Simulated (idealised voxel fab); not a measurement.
Title: Process Module voxel self aligned contacts
Section cut is 180 nm wide and gridded with 5 nm square cells.
If you're reading a cross-section in this doc, picture square cells in a grid; it comes to you as bands, top ones listed first down to the bottom, and a band can be one or more rows of cells.
Per band: top height and bottom height in nm, followed by the left-to-right materials and their widths in nm; "everywhere" marks a single material spanning edge to edge, "empty" marks empty space.
Counting heights begins at 0, where everything beneath is, in the wafer as received, one material. The lowest band has no bottom; it goes on downwards, as "from 0 down" shows.
Width: "30 to 40" (first number = top row, second number = bottom row, same change from row to row of cells).
Where a step carries "nothing changed", the cross-section came out of it unchanged, cell for cell.
"Sealed voids" specifies each empty space that is not open to the top and that occupies no fewer than 8 cells, using the form width x height at distance, the distance measured from the left edge and all three quantities in nm.
Formally, on a step line, whatever follows the settings is a remark that the simulator itself makes on the step.
If you see "overlay nm" on a step's line and that step has a mask, it's telling you how far right of where it was planned the mask ended up; a negative number means it went left instead.
Steps in the process plan
1) RECEIVE with material Si
2) CONFORMAL_DEP with material SiO2, thk nm 5
3) DIRECTIONAL_DEP with material polySi, thk nm 25
4) DIRECTIONAL_DEP with material SiN, thk nm 20
5) PATTERN with tone cover, mask id GATE, material resist, width nm 25, pitch nm 65, thk nm 20, overlay nm 0
6) DIRECTIONAL_ETCH with etch materials SiN, depth nm 20
7) DIRECTIONAL_ETCH with etch materials polySi, depth nm 25
8) STRIP with etch materials resist
9) CONFORMAL_DEP with material SiN, thk nm 10
10) DIRECTIONAL_ETCH with etch materials SiN, depth nm 10
11) FILL_DEP with material SiO2, thk nm 20
12) CMP with height nm 60
13) PATTERN with tone open, mask id CONTACT, material resist, width nm 50, thk nm 15, overlay nm 0
14) DIRECTIONAL_ETCH with etch materials SiO2, depth nm 60
15) STRIP with etch materials resist
16) CONFORMAL_DEP with material TiN, thk nm 5
17) FILL_DEP with material Ru, thk nm 5
18) CMP with height nm 60
19) CONFORMAL_DEP with material SiCN, thk nm 5
Cross-section of the incoming wafer, state after step 1
    from 0 down  Si everywhere
    Sealed voids: none
Module complete - cross-section of the first of two wafers, run according to plan
    from 65 to 60  SiCN everywhere
    from 60 to 50  SiO2 (65)  TiN (5 to 20)  Ru (40 to 10)  TiN (5 to 20)  SiO2 (65)
    from 50 to 30  SiO2 (35)  SiN (45)  TiN (5)  Ru (10)  TiN (5)  SiN (45)  SiO2 (35)
    from 30 to 5  SiO2 (35)  SiN (10)  polySi (25)  SiN (10)  TiN (5)  Ru (10)  TiN (5)  SiN (10)  polySi (25)  SiN (10)  SiO2 (35)
    from 5 to 0  SiO2 (80)  TiN (20)  SiO2 (80)
    from 0 down  Si everywhere
    Sealed voids: none
Second wafer cross-section at end of module - shared start and plan with the first, one mistake in the run
    from 65 to 60  SiCN everywhere
    from 60 to 55  Ru everywhere
    from 55 to 50  TiN (85)  Ru (10)  TiN (85)
    from 50 to 30  SiO2 (35)  SiN (45)  TiN (5)  Ru (10)  TiN (5)  SiN (45)  SiO2 (35)
    from 30 to 5  SiO2 (35)  SiN (10)  polySi (25)  SiN (10)  TiN (5)  Ru (10)  TiN (5)  SiN (10)  polySi (25)  SiN (10)  SiO2 (35)
    from 5 to 0  SiO2 (80)  TiN (20)  SiO2 (80)
    from 0 down  Si everywhere
    Sealed voids: none
Deviation from plan: step 12 went in with a setting other than planned; the actual run was CMP with height nm 50
Final difference in cells, second wafer against first, listed per material as more or fewer: 28 more of Ru; 52 fewer of SiO2; 24 more of TiN
